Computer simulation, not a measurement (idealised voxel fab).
This section sets out a process module, namely voxel transistor to metal.
160 nm wide, 5 nm square cells: that's cross-section cut.
A cross-section is written here as square cells arranged in a grid, and it is given in bands from the top down, each band taking up one or more rows of cells. Heights first: top, then bottom, in nm. Then materials, left to right, each with a width in nm. "everywhere" on a single material: fills the band edge to edge. "empty": empty space. Heights are measured from 0, the level below which the as-received wafer is all one material; the lowest band has no bottom and continues downward, written as in "from 0 down". When a width is written as two numbers, as in "30..40", the first number is the width in the top row of cells of the band and the second is the width in its bottom row, and the width changes by the same amount from each row to the next. When a step is marked "identical to before", none of the cells in the cross-section changed during that step. "Closed void entries" lists enclosed empty spaces (at least 8 cells, no open path upward to the top), each as width x height at distance from the left edge, in nm. Note: text after step settings on the step line = simulator remark on that step. overlay nm: where the mask lay relative to plan, measured to the right, on steps with a mask; negatives go left.

[Process steps (planned)]
| 1 | RECEIVE (material Si) |
| 2 | CONFORMAL_DEP (material SiO2; thk nm 5) |
| 3 | CONFORMAL_DEP (material SiN; thk nm 10) |
| 4 | PATTERN (tone cover; mask id ACTIVE; material resist; width nm 100; thk nm 20; overlay nm 0) |
| 5 | DIRECTIONAL_ETCH (etch materials SiN; depth nm 10) |
| 6 | DIRECTIONAL_ETCH (etch materials SiO2; depth nm 5) |
| 7 | DIRECTIONAL_ETCH (etch materials Si; depth nm 30) |
| 8 | STRIP (etch materials resist) |
| 9 | OXIDIZE (depth nm 5) |
| 10 | FILL_DEP (material SiO2; thk nm 15) |
| 11 | CMP (height nm 15) |
| 12 | SELECTIVE_ETCH (etch materials SiO2; depth nm 5) |
| 13 | STRIP (etch materials SiN) |
| 14 | SELECTIVE_ETCH (etch materials SiO2; depth nm 5) |
| 15 | OXIDIZE (depth nm 5) |
| 16 | DIRECTIONAL_DEP (material polySi; thk nm 25) |
| 17 | DIRECTIONAL_DEP (material SiCN; thk nm 15) |
| 18 | DIRECTIONAL_DEP (material aC; thk nm 15) |
| 19 | PATTERN (tone cover; mask id GATE; material resist; width nm 30; thk nm 30; overlay nm 0) |
| 20 | DIRECTIONAL_ETCH (etch materials aC; depth nm 15) |
| 21 | STRIP (etch materials resist) |
| 22 | DIRECTIONAL_ETCH (etch materials SiCN; depth nm 25) |
| 23 | DIRECTIONAL_ETCH (etch materials polySi; depth nm 35) |
| 24 | STRIP (etch materials aC) |
| 25 | CONFORMAL_DEP (material SiN; thk nm 5) |
| 26 | DIRECTIONAL_ETCH (etch materials SiN; depth nm 5) |
| 27 | DIRECTIONAL_ETCH (etch materials SiO2; depth nm 5) |
| 28 | DIRECTIONAL_ETCH (etch materials Si; depth nm 15) |
| 29 | EPI (material pSi; thk nm 15) |
| 30 | FILL_DEP (material SiO2; thk nm 10) |
| 31 | CMP (height nm 25) |
| 32 | STRIP (etch materials polySi) |
| 33 | SELECTIVE_ETCH (etch materials SiO2; depth nm 5) |
| 34 | CONFORMAL_DEP (material HfO2; thk nm 5) |
| 35 | CONFORMAL_DEP (material TiN; thk nm 5) |
| 36 | FILL_DEP (material W; thk nm 5) |
| 37 | CMP (height nm 20) |
| 38 | DIRECTIONAL_DEP (material SiO2; thk nm 10) |
| 39 | MASKED_ETCH (tone open; mask id CONTACT; width nm 15; pitch nm 75; etch materials SiO2; depth nm 35; overlay nm 0) |
| 40 | CONFORMAL_DEP (material TiN; thk nm 5) |
| 41 | FILL_DEP (material Ru; thk nm 5) |
| 42 | CMP (height nm 30) |
| 43 | CONFORMAL_DEP (material SiN; thk nm 5) |
| 44 | DIRECTIONAL_DEP (material SiO2; thk nm 25) |
| 45 | PATTERN (tone open; mask id METAL_1; material resist; width nm 15; pitch nm 75; thk nm 20; overlay nm 0) |
| 46 | DIRECTIONAL_ETCH (etch materials SiO2; depth nm 25) |
| 47 | DIRECTIONAL_ETCH (etch materials SiN; depth nm 5) |
| 48 | STRIP (etch materials resist) |
| 49 | CONFORMAL_DEP (material TiN; thk nm 5) |
| 50 | FILL_DEP (material Cu; thk nm 10) |
| 51 | CMP (height nm 60) |
| 52 | EPI (material Ru; thk nm 5) |
| 53 | FILL_DEP (material SiCN; thk nm 5) |

[Cross-section: wafer on arrival = after step 1]
  from 0 down  Si everywhere
  Closed void entries: none

[End-of-module cross-section of the first of two wafers, processed as planned]
  from 70 to 65  SiCN everywhere
  from 65 to 60  SiCN (30) | Ru (25) | SiCN (50) | Ru (25) | SiCN (30)
  from 60 to 35  SiO2 (35) | TiN (5) | Cu (5) | TiN (5) | SiO2 (60) | TiN (5) | Cu (5) | TiN (5) | SiO2 (35)
  from 35 to 30  SiN (35) | TiN (15) | SiN (60) | TiN (15) | SiN (35)
  from 30 to 20  SiO2 (35) | TiN (5) | Ru (5) | TiN (5) | SiO2 (60) | TiN (5) | Ru (5) | TiN (5) | SiO2 (35)
  from 20 to 15  SiO2 (35) | TiN (5) | Ru (5) | TiN (5) | SiO2 (10) | SiN (5) | HfO2 (5) | TiN (5) | W (10) | TiN (5) | HfO2 (5) | SiN (5) | SiO2 (10) | TiN (5) | Ru (5) | TiN (5) | SiO2 (35)
  from 15 to 10  SiO2 (35) | TiN (15) | SiO2 (10) | SiN (5) | HfO2 (5) | TiN (5) | W (10) | TiN (5) | HfO2 (5) | SiN (5) | SiO2 (10) | TiN (15) | SiO2 (35)
  from 10 to 5  SiO2 (35) | TiN (10) | pSi (15) | SiN (5) | HfO2 (5) | TiN (5) | W (10) | TiN (5) | HfO2 (5) | SiN (5) | pSi (15) | TiN (10) | SiO2 (35)
  from 5 to 0  SiO2 (25) | SiN (5) | SiO2 (5) | TiN (10) | pSi (15) | SiN (5) | HfO2 (5) | TiN (20) | HfO2 (5) | SiN (5) | pSi (15) | TiN (10) | SiO2 (5) | SiN (5) | SiO2 (25)
  from 0 to -5  SiO2 (35) | TiN (10) | pSi (15) | HfO2 (40) | pSi (15) | TiN (10) | SiO2 (35)
  from -5 to -20  SiO2 (35) | pSi (25) | Si (40) | pSi (25) | SiO2 (35)
  from -20 to -35  SiO2 (35) | Si (90) | SiO2 (35)
  from -35 down  Si everywhere
  Closed void entries: none

[Cross-section, wafer two of two, end of module: same start and plan as wafer one, one error in execution]
  from 80 to 75  SiCN everywhere
  from 75 to 70  Ru everywhere
  from 70 to 65  Cu everywhere
  from 65 to 60  TiN (40) | Cu (5) | TiN (70) | Cu (5) | TiN (40)
  from 60 to 35  SiO2 (35) | TiN (5) | Cu (5) | TiN (5) | SiO2 (60) | TiN (5) | Cu (5) | TiN (5) | SiO2 (35)
  from 35 to 30  SiN (35) | TiN (15) | SiN (60) | TiN (15) | SiN (35)
  from 30 to 20  SiO2 (35) | TiN (5) | Ru (5) | TiN (5) | SiO2 (60) | TiN (5) | Ru (5) | TiN (5) | SiO2 (35)
  from 20 to 15  SiO2 (35) | TiN (5) | Ru (5) | TiN (5) | SiO2 (10) | SiN (5) | HfO2 (5) | TiN (5) | W (10) | TiN (5) | HfO2 (5) | SiN (5) | SiO2 (10) | TiN (5) | Ru (5) | TiN (5) | SiO2 (35)
  from 15 to 10  SiO2 (35) | TiN (15) | SiO2 (10) | SiN (5) | HfO2 (5) | TiN (5) | W (10) | TiN (5) | HfO2 (5) | SiN (5) | SiO2 (10) | TiN (15) | SiO2 (35)
  from 10 to 5  SiO2 (35) | TiN (10) | pSi (15) | SiN (5) | HfO2 (5) | TiN (5) | W (10) | TiN (5) | HfO2 (5) | SiN (5) | pSi (15) | TiN (10) | SiO2 (35)
  from 5 to 0  SiO2 (25) | SiN (5) | SiO2 (5) | TiN (10) | pSi (15) | SiN (5) | HfO2 (5) | TiN (20) | HfO2 (5) | SiN (5) | pSi (15) | TiN (10) | SiO2 (5) | SiN (5) | SiO2 (25)
  from 0 to -5  SiO2 (35) | TiN (10) | pSi (15) | HfO2 (40) | pSi (15) | TiN (10) | SiO2 (35)
  from -5 to -20  SiO2 (35) | pSi (25) | Si (40) | pSi (25) | SiO2 (35)
  from -20 to -35  SiO2 (35) | Si (90) | SiO2 (35)
  from -35 down  Si everywhere
  Closed void entries: none
Where did the run depart from the plan? step 51 ran as: CMP (height nm 70)
Final tally in cells, some materials are higher or lower on the second wafer than on the first: +34 Cu, +22 Ru, -22 SiCN, +30 TiN
